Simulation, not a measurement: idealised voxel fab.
Name of the process module below: voxel capacitor over wiring
Cross-section cut spans 265 nm and uses square cells 5 nm in size.
In what follows, cross-sections appear as grids of square cells, described through bands that run from the top down, where every band is one or more rows of cells. The entry gives the band's vertical extent as a top height and a bottom height in nm, then its horizontal make-up as materials from left to right, each with a width in nm. "empty" stands for empty space; a single material marked "everywhere" fills the band edge to edge. Ref level 0: as-received wafer is one material below here. Bottom band extends down with no lower bound ("top 0, no bottom"). Quick explanation for "30->40": the width changes in equal steps down the rows of cells, from the first number in the band's top row to the second number in its bottom row. "no alterations made", as given for a step, is the statement that not any cell of the cross-section underwent a change during that step. If an empty space has no open way to the top and is at least 8 cells in size, "Enclosed void list" lists it, written width x height at distance, where distance is measured from the left edge and every value is in nm. Text after the settings on a step's line: the simulator's own remark on that step. "overlay nm" denotes, for a step that has a mask, the displacement of the mask to the right of its planned place, with negative values corresponding to the left.

This section lists the process steps that were planned:
1) op RECEIVE | material Si
2) op CONFORMAL_DEP | material SiO2 | thk nm 15
3) op DIRECTIONAL_DEP | material TiN | thk nm 5
4) op DIRECTIONAL_DEP | material W | thk nm 15
5) op DIRECTIONAL_DEP | material aC | thk nm 10
6) op PATTERN | tone cover | mask id METAL_1 | material resist | width nm 25 | pitch nm 90 | thk nm 25 | overlay nm 0
7) op DIRECTIONAL_ETCH | etch materials aC | depth nm 10
8) op STRIP | etch materials resist
9) op DIRECTIONAL_ETCH | etch materials W | depth nm 15
10) op DIRECTIONAL_ETCH | etch materials TiN | depth nm 5
11) op STRIP | etch materials aC
12) op CONFORMAL_DEP | material SiN | thk nm 5
13) op FILL_DEP | material SiO2 | thk nm 5
14) op CMP | height nm 35
15) op CONFORMAL_DEP | material SiCN | thk nm 5
16) op DIRECTIONAL_DEP | material lowk | thk nm 10
17) op MASKED_ETCH | tone open | mask id PLUG_1 | width nm 15 | etch materials lowk | depth nm 10 | overlay nm 0
18) op MASKED_ETCH | tone open | mask id PLUG_1 | width nm 15 | etch materials SiCN | depth nm 5 | overlay nm 0
19) op CONFORMAL_DEP | material TiN | thk nm 5
20) op FILL_DEP | material Cu | thk nm 5
21) op CMP | height nm 50
22) op DIRECTIONAL_DEP | material TiN | thk nm 10
23) op DIRECTIONAL_DEP | material SiN | thk nm 5
24) op DIRECTIONAL_DEP | material TiN | thk nm 10
25) op MASKED_ETCH | tone cover | mask id UPPER_PLATE | width nm 70 | etch materials TiN | depth nm 10 | overlay nm 0
26) op MASKED_ETCH | tone cover | mask id UPPER_PLATE | width nm 70 | etch materials SiN | depth nm 5 | overlay nm 0
27) op DIRECTIONAL_DEP | material aC | thk nm 10
28) op PATTERN | tone cover | mask id LOWER_PLATE | material resist | width nm 80 | thk nm 30 | overlay nm 0
29) op DIRECTIONAL_ETCH | etch materials aC | depth nm 10
30) op STRIP | etch materials resist
31) op DIRECTIONAL_ETCH | etch materials TiN | depth nm 10
32) op STRIP | etch materials aC
33) op FILL_DEP | material SiO2 | thk nm 15
34) op CMP | height nm 85
35) op PATTERN | tone open | mask id PLUG_2 | material resist | width nm 15 | thk nm 15 | overlay nm 0
36) op DIRECTIONAL_ETCH | etch materials SiO2 | depth nm 10
37) op STRIP | etch materials resist
38) op CONFORMAL_DEP | material TiN | thk nm 5
39) op FILL_DEP | material W | thk nm 5
40) op CMP | height nm 85
41) op CONFORMAL_DEP | material SiCN | thk nm 5

Of two wafers, the first: run according to plan:

Received-state cross-section, reflecting completion of step 1:
> top 0, no bottom = Si everywhere
> Enclosed void list: none

Wafer section view after processing step 2:
> top 15, bottom 0 = SiO2 everywhere
> Under 0: no change, same as before.

Wafer section view after processing step 3:
> top 20, bottom 15 = TiN everywhere
> Under 15: no change, same as before.

Wafer section view after processing step 4:
> top 35, bottom 20 = W everywhere
> Under 20: no change, same as before.

Wafer section view after processing step 5:
> top 45, bottom 35 = aC everywhere
> Under 35: no change, same as before.

Wafer section view after processing step 6:
> top 70, bottom 45 = empty=75  resist=25  empty=65  resist=25  empty=75
> Under 45: no change, same as before.

Wafer section view after processing step 7:
> top 60, bottom 45 = empty=75  resist=25  empty=65  resist=25  empty=75
> top 45, bottom 35 = empty=75  aC=25  empty=65  aC=25  empty=75
> Under 35: no change, same as before.

Wafer section view after processing step 8:
> top 45, bottom 35 = empty=75  aC=25  empty=65  aC=25  empty=75
> Under 35: no change, same as before.

Wafer section view after processing step 9:
> top 45, bottom 35 = empty=75  aC=25  empty=65  aC=25  empty=75
> top 35, bottom 20 = empty=75  W=25  empty=65  W=25  empty=75
> Under 20: no change, same as before.

Wafer section view after processing step 10:
> top 45, bottom 35 = empty=75  aC=25  empty=65  aC=25  empty=75
> top 35, bottom 20 = empty=75  W=25  empty=65  W=25  empty=75
> top 20, bottom 15 = empty=75  TiN=25  empty=65  TiN=25  empty=75
> Under 15: no change, same as before.

Wafer section view after processing step 11:
> top 35, bottom 20 = empty=75  W=25  empty=65  W=25  empty=75
> Under 20: no change, same as before.

Wafer section view after processing step 12:
> top 40, bottom 35 = empty=70  SiN=35  empty=55  SiN=35  empty=70
> top 35, bottom 20 = empty=70  SiN=5  W=25  SiN=5  empty=55  SiN=5  W=25  SiN=5  empty=70
> top 20, bottom 15 = SiN=75  TiN=25  SiN=65  TiN=25  SiN=75
> Under 15: no change, same as before.

Wafer section view after processing step 13:
> top 45, bottom 40 = SiO2 everywhere
> top 40, bottom 35 = SiO2=70  SiN=35  SiO2=55  SiN=35  SiO2=70
> top 35, bottom 20 = SiO2=70  SiN=5  W=25  SiN=5  SiO2=55  SiN=5  W=25  SiN=5  SiO2=70
> Under 20: no change, same as before.

Wafer section view after processing step 14:
> top 35, bottom 20 = SiO2=70  SiN=5  W=25  SiN=5  SiO2=55  SiN=5  W=25  SiN=5  SiO2=70
> Under 20: no change, same as before.

Wafer section view after processing step 15:
> top 40, bottom 35 = SiCN everywhere
> Under 35: no change, same as before.

Wafer section view after processing step 16:
> top 50, bottom 40 = lowk everywhere
> Under 40: no change, same as before.

Wafer section view after processing step 17:
> top 50, bottom 40 = lowk=85  empty=15  lowk=165
> Under 40: no change, same as before.

Wafer section view after processing step 18:
> top 50, bottom 40 = lowk=85  empty=15  lowk=165
> top 40, bottom 35 = SiCN=85  empty=15  SiCN=165
> Under 35: no change, same as before.

Wafer section view after processing step 19:
> top 55, bottom 50 = TiN=90  empty=5  TiN=170
> top 50, bottom 40 = lowk=85  TiN=5  empty=5  TiN=5  lowk=165
> top 40, bottom 35 = SiCN=85  TiN=15  SiCN=165
> Under 35: no change, same as before.

Wafer section view after processing step 20:
> top 60, bottom 55 = Cu everywhere
> top 55, bottom 50 = TiN=90  Cu=5  TiN=170
> top 50, bottom 40 = lowk=85  TiN=5  Cu=5  TiN=5  lowk=165
> Under 40: no change, same as before.

Wafer section view after processing step 21:
> top 50, bottom 40 = lowk=85  TiN=5  Cu=5  TiN=5  lowk=165
> Under 40: no change, same as before.

Wafer section view after processing step 22:
> top 60, bottom 50 = TiN everywhere
> Under 50: no change, same as before.

Wafer section view after processing step 23:
> top 65, bottom 60 = SiN everywhere
> Under 60: no change, same as before.

Wafer section view after processing step 24:
> top 75, bottom 65 = TiN everywhere
> Under 65: no change, same as before.

Wafer section view after processing step 25:
> top 75, bottom 65 = empty=85  TiN=70  empty=110
> Under 65: no change, same as before.

Wafer section view after processing step 26:
> top 75, bottom 65 = empty=85  TiN=70  empty=110
> top 65, bottom 60 = empty=85  SiN=70  empty=110
> Under 60: no change, same as before.

Wafer section view after processing step 27:
> top 85, bottom 75 = empty=85  aC=70  empty=110
> top 75, bottom 70 = empty=85  TiN=70  empty=110
> top 70, bottom 65 = aC=85  TiN=70  aC=110
> top 65, bottom 60 = aC=85  SiN=70  aC=110
> Under 60: no change, same as before.

Wafer section view after processing step 28:
> top 115, bottom 85 = empty=80  resist=80  empty=105
> top 85, bottom 75 = empty=80  resist=5  aC=70  resist=5  empty=105
> top 75, bottom 70 = empty=80  resist=5  TiN=70  resist=5  empty=105
> Under 70: no change, same as before.

Wafer section view after processing step 29:
> top 105, bottom 85 = empty=80  resist=80  empty=105
> top 85, bottom 75 = empty=80  resist=5  aC=70  resist=5  empty=105
> top 75, bottom 70 = empty=80  resist=5  TiN=70  resist=5  empty=105
> top 70, bottom 65 = empty=80  aC=5  TiN=70  aC=5  empty=105
> top 65, bottom 60 = empty=80  aC=5  SiN=70  aC=5  empty=105
> Under 60: no change, same as before.

Wafer section view after processing step 30:
> top 85, bottom 75 = empty=85  aC=70  empty=110
> top 75, bottom 70 = empty=85  TiN=70  empty=110
> Under 70: no change, same as before.

Wafer section view after processing step 31:
> top 85, bottom 75 = empty=85  aC=70  empty=110
> top 75, bottom 70 = empty=85  TiN=70  empty=110
> top 70, bottom 65 = empty=80  aC=5  TiN=70  aC=5  empty=105
> top 65, bottom 60 = empty=80  aC=5  SiN=70  aC=5  empty=105
> top 60, bottom 50 = empty=80  TiN=80  empty=105
> Under 50: no change, same as before.

Wafer section view after processing step 32:
> top 75, bottom 65 = empty=85  TiN=70  empty=110
> top 65, bottom 60 = empty=85  SiN=70  empty=110
> Under 60: no change, same as before.

Wafer section view after processing step 33:
> top 90, bottom 75 = SiO2 everywhere
> top 75, bottom 65 = SiO2=85  TiN=70  SiO2=110
> top 65, bottom 60 = SiO2=85  SiN=70  SiO2=110
> top 60, bottom 50 = SiO2=80  TiN=80  SiO2=105
> Under 50: no change, same as before.

Wafer section view after processing step 34:
> top 85, bottom 75 = SiO2 everywhere
> Under 75: no change, same as before.

Wafer section view after processing step 35:
> top 100, bottom 85 = resist=95  empty=15  resist=155
> Under 85: no change, same as before.

Wafer section view after processing step 36:
> top 100, bottom 85 = resist=95  empty=15  resist=155
> top 85, bottom 75 = SiO2=95  empty=15  SiO2=155
> Under 75: no change, same as before.

Wafer section view after processing step 37:
> top 85, bottom 75 = SiO2=95  empty=15  SiO2=155
> Under 75: no change, same as before.

Wafer section view after processing step 38:
> top 90, bottom 85 = TiN=100  empty=5  TiN=160
> top 85, bottom 80 = SiO2=95  TiN=5  empty=5  TiN=5  SiO2=155
> top 80, bottom 75 = SiO2=95  TiN=15  SiO2=155
> Under 75: no change, same as before.

Wafer section view after processing step 39:
> top 95, bottom 90 = W everywhere
> top 90, bottom 85 = TiN=100  W=5  TiN=160
> top 85, bottom 80 = SiO2=95  TiN=5  W=5  TiN=5  SiO2=155
> Under 80: no change, same as before.

Wafer section view after processing step 40:
> top 85, bottom 80 = SiO2=95  TiN=5  W=5  TiN=5  SiO2=155
> Under 80: no change, same as before.

Wafer section view after processing step 41:
> top 90, bottom 85 = SiCN everywhere
> Under 85: no change, same as before.

For the second wafer, take the first wafer's start and plan, then add one mistake made in running it; everything through step 1, that step included, is shared with the first:

What the second wafer looks like in cross-section when step 2 should have wrapped up:
> top 30, bottom 0 = SiO2 everywhere
> Under 0: no change, same as before.

What the second wafer looks like in cross-section when step 3 should have wrapped up:
> top 35, bottom 30 = TiN everywhere
> Under 30: no change, same as before.

What the second wafer looks like in cross-section when step 4 should have wrapped up:
> top 50, bottom 35 = W everywhere
> Under 35: no change, same as before.

What the second wafer looks like in cross-section when step 5 should have wrapped up:
> top 60, bottom 50 = aC everywhere
> Under 50: no change, same as before.

What the second wafer looks like in cross-section when step 6 should have wrapped up:
> top 85, bottom 60 = empty=75  resist=25  empty=65  resist=25  empty=75
> Under 60: no change, same as before.

What the second wafer looks like in cross-section when step 7 should have wrapped up:
> top 75, bottom 60 = empty=75  resist=25  empty=65  resist=25  empty=75
> top 60, bottom 50 = empty=75  aC=25  empty=65  aC=25  empty=75
> Under 50: no change, same as before.

What the second wafer looks like in cross-section when step 8 should have wrapped up:
> top 60, bottom 50 = empty=75  aC=25  empty=65  aC=25  empty=75
> Under 50: no change, same as before.

What the second wafer looks like in cross-section when step 9 should have wrapped up:
> top 60, bottom 50 = empty=75  aC=25  empty=65  aC=25  empty=75
> top 50, bottom 35 = empty=75  W=25  empty=65  W=25  empty=75
> Under 35: no change, same as before.

What the second wafer looks like in cross-section when step 10 should have wrapped up:
> top 60, bottom 50 = empty=75  aC=25  empty=65  aC=25  empty=75
> top 50, bottom 35 = empty=75  W=25  empty=65  W=25  empty=75
> top 35, bottom 30 = empty=75  TiN=25  empty=65  TiN=25  empty=75
> Under 30: no change, same as before.

What the second wafer looks like in cross-section when step 11 should have wrapped up:
> top 50, bottom 35 = empty=75  W=25  empty=65  W=25  empty=75
> Under 35: no change, same as before.

What the second wafer looks like in cross-section when step 12 should have wrapped up:
> top 55, bottom 50 = empty=70  SiN=35  empty=55  SiN=35  empty=70
> top 50, bottom 35 = empty=70  SiN=5  W=25  SiN=5  empty=55  SiN=5  W=25  SiN=5  empty=70
> top 35, bottom 30 = SiN=75  TiN=25  SiN=65  TiN=25  SiN=75
> Under 30: no change, same as before.

What the second wafer looks like in cross-section when step 13 should have wrapped up:
> top 60, bottom 55 = SiO2 everywhere
> top 55, bottom 50 = SiO2=70  SiN=35  SiO2=55  SiN=35  SiO2=70
> top 50, bottom 35 = SiO2=70  SiN=5  W=25  SiN=5  SiO2=55  SiN=5  W=25  SiN=5  SiO2=70
> Under 35: no change, same as before.

What the second wafer looks like in cross-section when step 14 should have wrapped up:
> top 35, bottom 30 = SiN=75  TiN=25  SiN=65  TiN=25  SiN=75
> Under 30: no change, same as before.

What the second wafer looks like in cross-section when step 15 should have wrapped up:
> top 40, bottom 35 = SiCN everywhere
> Under 35: no change, same as before.

What the second wafer looks like in cross-section when step 16 should have wrapped up:
> top 50, bottom 40 = lowk everywhere
> Under 40: no change, same as before.

What the second wafer looks like in cross-section when step 17 should have wrapped up:
> top 50, bottom 40 = lowk=85  empty=15  lowk=165
> Under 40: no change, same as before.

What the second wafer looks like in cross-section when step 18 should have wrapped up:
> top 50, bottom 40 = lowk=85  empty=15  lowk=165
> top 40, bottom 35 = SiCN=85  empty=15  SiCN=165
> Under 35: no change, same as before.

What the second wafer looks like in cross-section when step 19 should have wrapped up:
> top 55, bottom 50 = TiN=90  empty=5  TiN=170
> top 50, bottom 40 = lowk=85  TiN=5  empty=5  TiN=5  lowk=165
> top 40, bottom 35 = SiCN=85  TiN=15  SiCN=165
> Under 35: no change, same as before.

What the second wafer looks like in cross-section when step 20 should have wrapped up:
> top 60, bottom 55 = Cu everywhere
> top 55, bottom 50 = TiN=90  Cu=5  TiN=170
> top 50, bottom 40 = lowk=85  TiN=5  Cu=5  TiN=5  lowk=165
> Under 40: no change, same as before.

What the second wafer looks like in cross-section when step 21 should have wrapped up:
> top 50, bottom 40 = lowk=85  TiN=5  Cu=5  TiN=5  lowk=165
> Under 40: no change, same as before.

What the second wafer looks like in cross-section when step 22 should have wrapped up:
> top 60, bottom 50 = TiN everywhere
> Under 50: no change, same as before.

What the second wafer looks like in cross-section when step 23 should have wrapped up:
> top 65, bottom 60 = SiN everywhere
> Under 60: no change, same as before.

What the second wafer looks like in cross-section when step 24 should have wrapped up:
> top 75, bottom 65 = TiN everywhere
> Under 65: no change, same as before.

What the second wafer looks like in cross-section when step 25 should have wrapped up:
> top 75, bottom 65 = empty=85  TiN=70  empty=110
> Under 65: no change, same as before.

What the second wafer looks like in cross-section when step 26 should have wrapped up:
> top 75, bottom 65 = empty=85  TiN=70  empty=110
> top 65, bottom 60 = empty=85  SiN=70  empty=110
> Under 60: no change, same as before.

What the second wafer looks like in cross-section when step 27 should have wrapped up:
> top 85, bottom 75 = empty=85  aC=70  empty=110
> top 75, bottom 70 = empty=85  TiN=70  empty=110
> top 70, bottom 65 = aC=85  TiN=70  aC=110
> top 65, bottom 60 = aC=85  SiN=70  aC=110
> Under 60: no change, same as before.

What the second wafer looks like in cross-section when step 28 should have wrapped up:
> top 115, bottom 85 = empty=80  resist=80  empty=105
> top 85, bottom 75 = empty=80  resist=5  aC=70  resist=5  empty=105
> top 75, bottom 70 = empty=80  resist=5  TiN=70  resist=5  empty=105
> Under 70: no change, same as before.

What the second wafer looks like in cross-section when step 29 should have wrapped up:
> top 105, bottom 85 = empty=80  resist=80  empty=105
> top 85, bottom 75 = empty=80  resist=5  aC=70  resist=5  empty=105
> top 75, bottom 70 = empty=80  resist=5  TiN=70  resist=5  empty=105
> top 70, bottom 65 = empty=80  aC=5  TiN=70  aC=5  empty=105
> top 65, bottom 60 = empty=80  aC=5  SiN=70  aC=5  empty=105
> Under 60: no change, same as before.

What the second wafer looks like in cross-section when step 30 should have wrapped up:
> top 85, bottom 75 = empty=85  aC=70  empty=110
> top 75, bottom 70 = empty=85  TiN=70  empty=110
> Under 70: no change, same as before.

What the second wafer looks like in cross-section when step 31 should have wrapped up:
> top 85, bottom 75 = empty=85  aC=70  empty=110
> top 75, bottom 70 = empty=85  TiN=70  empty=110
> top 70, bottom 65 = empty=80  aC=5  TiN=70  aC=5  empty=105
> top 65, bottom 60 = empty=80  aC=5  SiN=70  aC=5  empty=105
> top 60, bottom 50 = empty=80  TiN=80  empty=105
> Under 50: no change, same as before.

What the second wafer looks like in cross-section when step 32 should have wrapped up:
> top 75, bottom 65 = empty=85  TiN=70  empty=110
> top 65, bottom 60 = empty=85  SiN=70  empty=110
> Under 60: no change, same as before.

What the second wafer looks like in cross-section when step 33 should have wrapped up:
> top 90, bottom 75 = SiO2 everywhere
> top 75, bottom 65 = SiO2=85  TiN=70  SiO2=110
> top 65, bottom 60 = SiO2=85  SiN=70  SiO2=110
> top 60, bottom 50 = SiO2=80  TiN=80  SiO2=105
> Under 50: no change, same as before.

What the second wafer looks like in cross-section when step 34 should have wrapped up:
> top 85, bottom 75 = SiO2 everywhere
> Under 75: no change, same as before.

What the second wafer looks like in cross-section when step 35 should have wrapped up:
> top 100, bottom 85 = resist=95  empty=15  resist=155
> Under 85: no change, same as before.

What the second wafer looks like in cross-section when step 36 should have wrapped up:
> top 100, bottom 85 = resist=95  empty=15  resist=155
> top 85, bottom 75 = SiO2=95  empty=15  SiO2=155
> Under 75: no change, same as before.

What the second wafer looks like in cross-section when step 37 should have wrapped up:
> top 85, bottom 75 = SiO2=95  empty=15  SiO2=155
> Under 75: no change, same as before.

What the second wafer looks like in cross-section when step 38 should have wrapped up:
> top 90, bottom 85 = TiN=100  empty=5  TiN=160
> top 85, bottom 80 = SiO2=95  TiN=5  empty=5  TiN=5  SiO2=155
> top 80, bottom 75 = SiO2=95  TiN=15  SiO2=155
> Under 75: no change, same as before.

What the second wafer looks like in cross-section when step 39 should have wrapped up:
> top 95, bottom 90 = W everywhere
> top 90, bottom 85 = TiN=100  W=5  TiN=160
> top 85, bottom 80 = SiO2=95  TiN=5  W=5  TiN=5  SiO2=155
> Under 80: no change, same as before.

What the second wafer looks like in cross-section when step 40 should have wrapped up:
> top 85, bottom 80 = SiO2=95  TiN=5  W=5  TiN=5  SiO2=155
> Under 80: no change, same as before.

What the second wafer looks like in cross-section when step 41 should have wrapped up:
> top 90, bottom 85 = SiCN everywhere
> Under 85: no change, same as before.
Heads up, the wafer didn't run the way we planned it: step 2 in the plan was executed twice
Per the end-of-run cell counts, the second wafer holds more or fewer of some materials than the first: -12 SiN | +42 SiO2 | -30 W
